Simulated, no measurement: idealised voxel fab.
The name of this process module is voxel spacer lines.
Cross-section cut spans 295 nm and uses square cells 5 nm in size.
If you're reading a cross-section in this doc, picture square cells in a grid; it comes to you as bands, top ones listed first down to the bottom, and a band can be one or more rows of cells. Within each band entry, the heights of the top and of the bottom of the band appear first, in that order and in nm; the materials of the band then follow from left to right, each with its corresponding width in nm. The designation "edge to edge" on a single material indicates that it fills the band from edge to edge; the designation "air" indicates empty space. All heights in this document are referenced to 0, defined as the level beneath which the wafer, as received, consists entirely of one material. The lowest band is not bounded below; it extends indefinitely downward and is written in the form "z 0 and below". A width such as "30 to 40" changes by the same amount from each row of cells to the next, from the band's top row to its bottom row. Reading "no modification" for a step: not a cell of the cross-section changed in it. "Completely enclosed voids" - sealed voids, min. 8 cells, no opening to top; format: width x height at distance (distance from left edge; nm throughout). If you see something after the settings on a step's line, that's the simulator's own remark about that step. Steps that use a mask can have "overlay nm" on their line. It says how far the mask sat to the right of where it was meant to be. Negative means to the left.
This section lists the process steps that were planned:
1) RECEIVE,material Si
2) CONFORMAL_DEP,material Al2O3,thk nm 5
3) DIRECTIONAL_DEP,material W,thk nm 15
4) DIRECTIONAL_DEP,material aC,thk nm 20
5) PATTERN,tone cover,mask id MANDREL,material resist,width nm 20,pitch nm 60,thk nm 25,overlay nm 0
6) DIRECTIONAL_ETCH,etch materials aC,depth nm 20
7) STRIP,etch materials resist
8) CONFORMAL_DEP,material SiN,thk nm 10
9) DIRECTIONAL_ETCH,etch materials SiN,depth nm 10
10) STRIP,etch materials aC
11) DIRECTIONAL_ETCH,etch materials W,depth nm 15
12) STRIP,etch materials SiN
13) FILL_DEP,material lowk,thk nm 5
14) CMP,height nm 20
Cross-sectional view of the wafer in its as-received condition, corresponding to the state after step 1:
> z 0 and below  Si edge to edge
> Completely enclosed voids: none
The first of the two wafers as seen in cross-section once the module was finished; processing followed the plan:
> z 20 to 5  lowk=65  W=10  lowk=20  W=10  lowk=20  W=10  lowk=20  W=10  lowk=20  W=10  lowk=20  W=10  lowk=70
> z 5 to 0  Al2O3 edge to edge
> z 0 and below  Si edge to edge
> Completely enclosed voids: none
Here is the second of the two wafers cut open at the end of the module - same start, same plan as the first one, but we made one mistake running it:
> z 20 to 5  lowk=65  W=10  lowk=25  W=10  lowk=15  W=10  lowk=25  W=10  lowk=15  W=10  lowk=25  W=10  lowk=65
> z 5 to 0  Al2O3 edge to edge
> z 0 and below  Si edge to edge
> Completely enclosed voids: none
Heads up, the wafer didn't run the way we planned it: it should be noted that step 5 was executed with settings other than those planned, the operation and settings actually applied being PATTERN,tone cover,mask id MANDREL,material resist,width nm 25,pitch nm 60,thk nm 25,overlay nm 0
At the end, the second wafer has the same number of cells of each material as the first, but those cells sit in other places.
